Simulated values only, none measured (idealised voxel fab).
process module | voxel gate over fins
cross-section cut | 275 nm wide | cells 5 nm
A cross-section is a grid of square cells, given in bands from the top down. A band is one or more rows of cells.
Each band's line starts with the height of the band's top and of its bottom, in nm. Then come its materials from left to right, each with its width in nm. One material with "throughout" fills the band from edge to edge. "air" is empty space.
Height 0 is the level under which the wafer as received is all one material. The lowest band goes on downwards, as in "0 down".
A width such as "30 to 40" changes by the same amount from each row of cells to the next, from the band's top row to its bottom row.
"no change" after a step means that no cell of the cross-section changed.
closed voids: empty space of 8 cells or more with no open way to the top, each as width x height at its distance from the left edge, in nm
after a step's settings: what the simulator itself notes on the step
overlay nm, on a step with a mask: how far to the right of its planned place the mask lay; to the left if negative
plan
1 op RECEIVE | material Si
2 op CONFORMAL_DEP | material SiN | thk nm 5
3 op PATTERN | tone cover | mask id FINS | material resist | width nm 15 | pitch nm 55 | thk nm 15 | overlay nm 0
4 op DIRECTIONAL_ETCH | etch materials SiN | depth nm 5
5 op DIRECTIONAL_ETCH | etch materials Si | depth nm 30
6 op STRIP | etch materials resist
7 op FILL_DEP | material SiO2 | thk nm 10
8 op CMP | height nm 5
9 op MASKED_ETCH | tone open | mask id RAIL | width nm 15 | etch materials SiO2 | depth nm 30 | overlay nm 0
10 op CONFORMAL_DEP | material TiN | thk nm 5
11 op FILL_DEP | material W | thk nm 5
12 op CMP | height nm 5
13 op SELECTIVE_ETCH | etch materials W Ru TiN | depth nm 20
14 op FILL_DEP | material SiO2 | thk nm 5
15 op CMP | height nm 5
16 op SELECTIVE_ETCH | etch materials SiO2 | depth nm 15
17 op STRIP | etch materials SiN
18 op CONFORMAL_DEP | material HfO2 | thk nm 5
19 op CONFORMAL_DEP | material TiN | thk nm 5
20 op CONFORMAL_DEP | material TiAl | thk nm 5
21 op CONFORMAL_DEP | material TiN | thk nm 5
22 op FILL_DEP | material W | thk nm 15
23 op CMP | height nm 30
24 op CONFORMAL_DEP | material SiN | thk nm 10
as received, after step 1
  0 down: Si throughout
  closed voids: none
first wafer at the end, as planned
  40 to 30: SiN throughout
  30 to 20: W throughout
  20 to 15: W 80 | TiN 110 | W 85
  15 to 10: W 80 | TiN 5 | TiAl 45 | TiN 10 | TiAl 45 | TiN 5 | W 85
  10 to 5: TiN 85 | TiAl 5 | TiN 35 | TiAl 5 | TiN 10 | TiAl 5 | TiN 35 | TiAl 5 | TiN 90
  5 to 0: TiAl 90 | TiN 5 | HfO2 25 | TiN 5 | TiAl 20 | TiN 5 | HfO2 25 | TiN 5 | TiAl 95
  0 to -5: TiN 95 | HfO2 5 | Si 15 | HfO2 5 | TiN 30 | HfO2 5 | Si 15 | HfO2 5 | TiN 100
  -5 to -10: HfO2 100 | Si 15 | HfO2 40 | Si 15 | HfO2 105
  -10 to -15: SiO2 100 | Si 15 | SiO2 40 | Si 15 | SiO2 105
  -15 to -20: SiO2 100 | Si 15 | SiO2 10 | TiN 5 | W 5 | TiN 5 | SiO2 15 | Si 15 | SiO2 105
  -20 to -25: SiO2 100 | Si 15 | SiO2 10 | TiN 15 | SiO2 15 | Si 15 | SiO2 105
  -25 to -30: SiO2 100 | Si 15 | SiO2 40 | Si 15 | SiO2 105
  -30 down: Si throughout
  closed voids: none
second wafer at the end: like start, like plan, one mistake
  40 to 30: SiN throughout
  30 to 20: W throughout
  20 to 15: W 80 | TiN 110 | W 85
  15 to 10: W 80 | TiN 5 | TiAl 45 | TiN 10 | TiAl 45 | TiN 5 | W 85
  10 to 5: TiN 85 | TiAl 5 | TiN 35 | TiAl 5 | TiN 10 | TiAl 5 | TiN 35 | TiAl 5 | TiN 90
  5 to 0: TiAl 90 | TiN 5 | HfO2 25 | TiN 5 | TiAl 20 | TiN 5 | HfO2 25 | TiN 5 | TiAl 95
  0 to -5: TiN 95 | HfO2 5 | Si 15 | HfO2 5 | TiN 30 | HfO2 5 | Si 15 | HfO2 5 | TiN 100
  -5 to -10: HfO2 100 | Si 15 | HfO2 40 | Si 15 | HfO2 105
  -10 to -15: SiO2 100 | Si 15 | SiO2 40 | Si 15 | SiO2 105
  -15 to -20: SiO2 100 | Si 15 | SiO2 10 | TiN 5 | W 10 | TiN 5 | SiO2 10 | Si 15 | SiO2 105
  -20 to -25: SiO2 100 | Si 15 | SiO2 10 | TiN 20 | SiO2 10 | Si 15 | SiO2 105
  -25 to -30: SiO2 100 | Si 15 | SiO2 40 | Si 15 | SiO2 105
  -30 down: Si throughout
  closed voids: none
what went wrong: step 9 ran as: op MASKED_ETCH | tone open | mask id RAIL | width nm 20 | etch materials SiO2 | depth nm 30 | overlay nm 0
at the end the second wafer has, in cells: 2 fewer of SiO2 | 1 more of TiN | 1 more of W
